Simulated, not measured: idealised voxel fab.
process module | voxel self aligned contacts
cross-section cut | 300 nm wide | cells 5 nm
A cross-section is a grid of square cells, given in bands from the top down. A band is one or more rows of cells.
Each band's line starts with the height of the band's top and of its bottom, in nm. Then come its materials from left to right, each with its width in nm. One material with "throughout" fills the band from edge to edge. "air" is empty space.
Height 0 is the level under which the wafer as received is all one material. The lowest band goes on downwards, as in "0 down".
A width such as "30 to 40" changes by the same amount from each row of cells to the next, from the band's top row to its bottom row.
"no change" after a step means that no cell of the cross-section changed.
closed voids: empty space of 8 cells or more with no open way to the top, each as width x height at its distance from the left edge, in nm
after a step's settings: what the simulator itself notes on the step
overlay nm, on a step with a mask: how far to the right of its planned place the mask lay; to the left if negative
plan
1 op RECEIVE | material Si
2 op OXIDIZE | depth nm 5
3 op DIRECTIONAL_DEP | material polySi | thk nm 30
4 op DIRECTIONAL_DEP | material SiN | thk nm 20
5 op DIRECTIONAL_DEP | material aC | thk nm 10
6 op PATTERN | tone cover | mask id GATE | material resist | width nm 25 | pitch nm 50 | thk nm 25 | overlay nm 0
7 op DIRECTIONAL_ETCH | etch materials aC | depth nm 10
8 op STRIP | etch materials resist
9 op DIRECTIONAL_ETCH | etch materials SiN | depth nm 20
10 op DIRECTIONAL_ETCH | etch materials polySi | depth nm 30
11 op STRIP | etch materials aC
12 op CONFORMAL_DEP | material SiN | thk nm 5
13 op DIRECTIONAL_ETCH | etch materials SiN | depth nm 5
14 op FILL_DEP | material SiO2 | thk nm 10
15 op CMP | height nm 55
16 op PATTERN | tone open | mask id CONTACT | material resist | width nm 35 | pitch nm 50 | thk nm 15 | overlay nm 0
17 op DIRECTIONAL_ETCH | etch materials SiO2 | depth nm 60
18 op STRIP | etch materials resist
19 op CONFORMAL_DEP | material TiN | thk nm 5
20 op FILL_DEP | material W | thk nm 5
21 op CMP | height nm 55
22 op CONFORMAL_DEP | material SiCN | thk nm 5
as received, after step 1
  0 down: Si throughout
  closed voids: none
a wafer at the end: this start, this plan, one mistake
  60 to 55: SiCN throughout
  55 to 50: W throughout
  50 to 45: TiN 120 | W 5 | TiN 45 | W 5 | TiN 125
  45 to 30: SiO2 80 | SiN 35 | TiN 5 | W 5 | TiN 5 | SiN 35 | TiN 5 | W 5 | TiN 5 | SiN 35 | SiO2 85
  30 to 0: SiO2 80 | SiN 5 | polySi 25 | SiN 5 | TiN 5 | W 5 | TiN 5 | SiN 5 | polySi 25 | SiN 5 | TiN 5 | W 5 | TiN 5 | SiN 5 | polySi 25 | SiN 5 | SiO2 85
  0 to -5: SiO2 115 | TiN 15 | SiO2 35 | TiN 15 | SiO2 120
  -5 down: Si throughout
  closed voids: none
what went wrong: step 15 ran as: op CMP | height nm 45
